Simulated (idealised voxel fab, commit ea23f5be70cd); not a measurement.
Process module name: voxel self aligned contacts
This is section cut - it's 180 nm across, gridded in 5 nm square cells.
Throughout this document, each cross-section is represented as a grid of square cells and is presented as a sequence of bands enumerated from the top downward, where a band comprises one or more rows of cells.
The band entry comprises the height of the band's top followed by the height of its bottom, expressed in nm, and subsequently the band's materials from left to right, each stated together with its width in nm. Where a single material is marked with the word "full width", that material fills the band from edge to edge. The word "empty" represents empty space.
Heights are measured from 0, the level below which the as-received wafer is all one material; the lowest band has no bottom and continues downward, written as in "from 0 down".
The expression "30..40" gives the width at the extremes of the band, the first number at its top row of cells and the second at its bottom row, with the width changing by equal amounts from each row to the next in between.
Any step labelled "nothing altered" changed none of the cells in the cross-section.
The entry titled "Sealed internal cavities" provides the empty spaces that have no open way to the top, restricted to those of 8 cells or more. Each is presented as width x height at distance, the distance being measured from the left edge, with all three in nm.
Post-settings text on a step line: simulator's own remark regarding the step.
You can add "overlay nm" to a step's line. For a step with a mask, it describes how far the mask lay to the right of its planned position, and a negative number describes a lay to the left.
**This section lists the process steps that were planned**
1. RECEIVE,material Si
2. OXIDIZE,depth nm 5
3. DIRECTIONAL_DEP,material polySi,thk nm 25
4. DIRECTIONAL_DEP,material SiN,thk nm 15
5. PATTERN,tone cover,mask id GATE,material resist,width nm 30,pitch nm 60,thk nm 20,overlay nm 0
6. DIRECTIONAL_ETCH,etch materials SiN,depth nm 15
7. DIRECTIONAL_ETCH,etch materials polySi,depth nm 25
8. STRIP,etch materials resist
9. CONFORMAL_DEP,material SiN,thk nm 5
10. DIRECTIONAL_ETCH,etch materials SiN,depth nm 5
11. FILL_DEP,material SiO2,thk nm 15
12. CMP,height nm 50
13. MASKED_ETCH,tone open,mask id CONTACT,width nm 40,etch materials SiO2,depth nm 55,overlay nm 0
14. CONFORMAL_DEP,material TiN,thk nm 5
15. FILL_DEP,material W,thk nm 5
16. CMP,height nm 50
17. CONFORMAL_DEP,material SiCN,thk nm 5
**First of the two wafers, run per plan**
**Cross-section of the incoming wafer, state after step 1**
> from 0 down | Si full width
> Sealed internal cavities: none
**Cross-section of the wafer subsequent to step 2**
> from 0 to -5 | SiO2 full width
> Below -5, the layers are the same as they were.
**Cross-section of the wafer subsequent to step 3**
> from 25 to 0 | polySi full width
> Below 0, the layers are the same as they were.
**Cross-section of the wafer subsequent to step 4**
> from 40 to 25 | SiN full width
> Below 25, the layers are the same as they were.
**Cross-section of the wafer subsequent to step 5**
> from 60 to 40 | empty (45), then resist (30), then empty (30), then resist (30), then empty (45)
> Below 40, the layers are the same as they were.
**Cross-section of the wafer subsequent to step 6**
> from 60 to 40 | empty (45), then resist (30), then empty (30), then resist (30), then empty (45)
> from 40 to 25 | empty (45), then SiN (30), then empty (30), then SiN (30), then empty (45)
> Below 25, the layers are the same as they were.
**Cross-section of the wafer subsequent to step 7**
> from 60 to 40 | empty (45), then resist (30), then empty (30), then resist (30), then empty (45)
> from 40 to 25 | empty (45), then SiN (30), then empty (30), then SiN (30), then empty (45)
> from 25 to 0 | empty (45), then polySi (30), then empty (30), then polySi (30), then empty (45)
> Below 0, the layers are the same as they were.
**Cross-section of the wafer subsequent to step 8**
> from 40 to 25 | empty (45), then SiN (30), then empty (30), then SiN (30), then empty (45)
> Below 25, the layers are the same as they were.
**Cross-section of the wafer subsequent to step 9**
> from 45 to 25 | empty (40), then SiN (40), then empty (20), then SiN (40), then empty (40)
> from 25 to 5 | empty (40), then SiN (5), then polySi (30), then SiN (5), then empty (20), then SiN (5), then polySi (30), then SiN (5), then empty (40)
> from 5 to 0 | SiN (45), then polySi (30), then SiN (30), then polySi (30), then SiN (45)
> Below 0, the layers are the same as they were.
**Cross-section of the wafer subsequent to step 10**
> from 40 to 25 | empty (40), then SiN (40), then empty (20), then SiN (40), then empty (40)
> from 25 to 0 | empty (40), then SiN (5), then polySi (30), then SiN (5), then empty (20), then SiN (5), then polySi (30), then SiN (5), then empty (40)
> Below 0, the layers are the same as they were.
**Cross-section of the wafer subsequent to step 11**
> from 55 to 40 | SiO2 full width
> from 40 to 25 | SiO2 (40), then SiN (40), then SiO2 (20), then SiN (40), then SiO2 (40)
> from 25 to 0 | SiO2 (40), then SiN (5), then polySi (30), then SiN (5), then SiO2 (20), then SiN (5), then polySi (30), then SiN (5), then SiO2 (40)
> Below 0, the layers are the same as they were.
**Cross-section of the wafer subsequent to step 12**
> from 50 to 40 | SiO2 full width
> Below 40, the layers are the same as they were.
**Cross-section of the wafer subsequent to step 13**
> from 50 to 40 | SiO2 (70), then empty (40), then SiO2 (70)
> from 40 to 25 | SiO2 (40), then SiN (40), then empty (20), then SiN (40), then SiO2 (40)
> from 25 to 0 | SiO2 (40), then SiN (5), then polySi (30), then SiN (5), then empty (20), then SiN (5), then polySi (30), then SiN (5), then SiO2 (40)
> from 0 to -5 | SiO2 (80), then empty (20), then SiO2 (80)
> Below -5, the layers are the same as they were.
**Cross-section of the wafer subsequent to step 14**
> from 55 to 50 | TiN (75), then empty (30), then TiN (75)
> from 50 to 40 | SiO2 (70), then TiN (5..15), then empty (30..10), then TiN (5..15), then SiO2 (70)
> from 40 to 25 | SiO2 (40), then SiN (40), then TiN (5), then empty (10), then TiN (5), then SiN (40), then SiO2 (40)
> from 25 to 0 | SiO2 (40), then SiN (5), then polySi (30), then SiN (5), then TiN (5), then empty (10), then TiN (5), then SiN (5), then polySi (30), then SiN (5), then SiO2 (40)
> from 0 to -5 | SiO2 (80), then TiN (20), then SiO2 (80)
> Below -5, the layers are the same as they were.
**Cross-section of the wafer subsequent to step 15**
> from 60 to 55 | W full width
> from 55 to 50 | TiN (75), then W (30), then TiN (75)
> from 50 to 40 | SiO2 (70), then TiN (5..15), then W (30..10), then TiN (5..15), then SiO2 (70)
> from 40 to 25 | SiO2 (40), then SiN (40), then TiN (5), then W (10), then TiN (5), then SiN (40), then SiO2 (40)
> from 25 to 0 | SiO2 (40), then SiN (5), then polySi (30), then SiN (5), then TiN (5), then W (10), then TiN (5), then SiN (5), then polySi (30), then SiN (5), then SiO2 (40)
> Below 0, the layers are the same as they were.
**Cross-section of the wafer subsequent to step 16**
> from 50 to 40 | SiO2 (70), then TiN (5..15), then W (30..10), then TiN (5..15), then SiO2 (70)
> Below 40, the layers are the same as they were.
**Cross-section of the wafer subsequent to step 17**
> from 55 to 50 | SiCN full width
> Below 50, the layers are the same as they were.
**Okay, second wafer. Nothing different at the start, nothing different in the plan, just one mistake somewhere in the running. As far as step 8, counting that step, it's the first wafer all over again**
Cross-section, second wafer, at the end time the plan gives for step 9: nothing altered
**Cross-section, second wafer, at the end time the plan gives for step 10**
> from 35 to 25 | empty (45), then SiN (30), then empty (30), then SiN (30), then empty (45)
> Below 25, the layers are the same as they were.
**Cross-section, second wafer, at the end time the plan gives for step 11**
> from 50 to 35 | SiO2 full width
> from 35 to 25 | SiO2 (45), then SiN (30), then SiO2 (30), then SiN (30), then SiO2 (45)
> from 25 to 0 | SiO2 (45), then polySi (30), then SiO2 (30), then polySi (30), then SiO2 (45)
> Below 0, the layers are the same as they were.
Cross-section, second wafer, at the end time the plan gives for step 12: nothing altered
**Cross-section, second wafer, at the end time the plan gives for step 13**
> from 50 to 35 | SiO2 (70), then empty (40), then SiO2 (70)
> from 35 to 25 | SiO2 (45), then SiN (30), then empty (30), then SiN (30), then SiO2 (45)
> from 25 to 0 | SiO2 (45), then polySi (30), then empty (30), then polySi (30), then SiO2 (45)
> from 0 to -5 | SiO2 (75), then empty (30), then SiO2 (75)
> Below -5, the layers are the same as they were.
**Cross-section, second wafer, at the end time the plan gives for step 14**
> from 55 to 50 | TiN (75), then empty (30), then TiN (75)
> from 50 to 40 | SiO2 (70), then TiN (5), then empty (30), then TiN (5), then SiO2 (70)
> from 40 to 35 | SiO2 (70), then TiN (10), then empty (20), then TiN (10), then SiO2 (70)
> from 35 to 25 | SiO2 (45), then SiN (30), then TiN (5), then empty (20), then TiN (5), then SiN (30), then SiO2 (45)
> from 25 to 0 | SiO2 (45), then polySi (30), then TiN (5), then empty (20), then TiN (5), then polySi (30), then SiO2 (45)
> from 0 to -5 | SiO2 (75), then TiN (30), then SiO2 (75)
> Below -5, the layers are the same as they were.
**Cross-section, second wafer, at the end time the plan gives for step 15**
> from 60 to 55 | W full width
> from 55 to 50 | TiN (75), then W (30), then TiN (75)
> from 50 to 40 | SiO2 (70), then TiN (5), then W (30), then TiN (5), then SiO2 (70)
> from 40 to 35 | SiO2 (70), then TiN (10), then W (20), then TiN (10), then SiO2 (70)
> from 35 to 25 | SiO2 (45), then SiN (30), then TiN (5), then W (20), then TiN (5), then SiN (30), then SiO2 (45)
> from 25 to 0 | SiO2 (45), then polySi (30), then TiN (5), then W (20), then TiN (5), then polySi (30), then SiO2 (45)
> Below 0, the layers are the same as they were.
**Cross-section, second wafer, at the end time the plan gives for step 16**
> from 50 to 40 | SiO2 (70), then TiN (5), then W (30), then TiN (5), then SiO2 (70)
> Below 40, the layers are the same as they were.
**Cross-section, second wafer, at the end time the plan gives for step 17**
> from 55 to 50 | SiCN full width
> Below 50, the layers are the same as they were.
Against the plan, the run slipped here: plan step 9: skipped, not run
Per the end-of-run cell counts, the second wafer holds more or fewer of some materials than the first: 44 fewer of SiN, 24 more of SiO2, 20 more of W
